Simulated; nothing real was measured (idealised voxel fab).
Title: Process Module voxel spacer lines
We display cut, a cross-section 295 nm in width whose square cells are each 5 nm.
In what follows, cross-sections appear as grids of square cells, described through bands that run from the top down, where every band is one or more rows of cells.
Per band: top height and bottom height in nm, followed by the left-to-right materials and their widths in nm; "all across" marks a single material spanning edge to edge, "empty" marks empty space.
A quick word on heights: they are counted from 0, and under that level the wafer as it came to us is one material throughout. The lowest band is different from the rest in having no bottom; it simply continues downward, written as in "0 -> down".
Graded width ("30->40"): value in top row of band = first number; value in bottom row = second number; row-to-row change constant.
For the purposes of this document, the phrase "all unchanged" attached to a step denotes that no cell within the cross-section was modified by that step.
The entry titled "Internal closed voids" provides the empty spaces that have no open way to the top, restricted to those of 8 cells or more. Each is presented as width x height at distance, the distance being measured from the left edge, with all three in nm.
If you see something after the settings on a step's line, that's the simulator's own remark about that step.
Each step line may optionally specify "overlay nm", which for a step with a mask gives the rightward distance between the mask's planned place and where it lay, a negative value indicating the leftward direction.
# List of planned process steps
- 1: RECEIVE, material Si
- 2: CONFORMAL_DEP, material Al2O3, thk nm 5
- 3: DIRECTIONAL_DEP, material W, thk nm 15
- 4: DIRECTIONAL_DEP, material aC, thk nm 20
- 5: PATTERN, tone cover, mask id MANDREL, material resist, width nm 20, pitch nm 60, thk nm 25, overlay nm 0
- 6: DIRECTIONAL_ETCH, etch materials aC, depth nm 20
- 7: STRIP, etch materials resist
- 8: CONFORMAL_DEP, material SiN, thk nm 10
- 9: DIRECTIONAL_ETCH, etch materials SiN, depth nm 10
- 10: STRIP, etch materials aC
- 11: DIRECTIONAL_ETCH, etch materials W, depth nm 15
- 12: STRIP, etch materials SiN
- 13: FILL_DEP, material lowk, thk nm 5
- 14: CMP, height nm 20
# Cross-section of the wafer at receipt, which is the condition after step 1
	0 -> down  Si all across
	Internal closed voids: none
# Cross-section, end of module. Start: as above. Plan: as above. Execution: one mistake
	20 -> 5  65 nm lowk, then 10 nm W, then 25 nm lowk, then 10 nm W, then 15 nm lowk, then 10 nm W, then 25 nm lowk, then 10 nm W, then 15 nm lowk, then 10 nm W, then 25 nm lowk, then 10 nm W, then 65 nm lowk
	5 -> 0  Al2O3 all across
	0 -> down  Si all across
	Internal closed voids: none
Processing error: step 5, actual vs plan mismatch, actual run PATTERN, tone cover, mask id MANDREL, material resist, width nm 25, pitch nm 60, thk nm 25, overlay nm 0
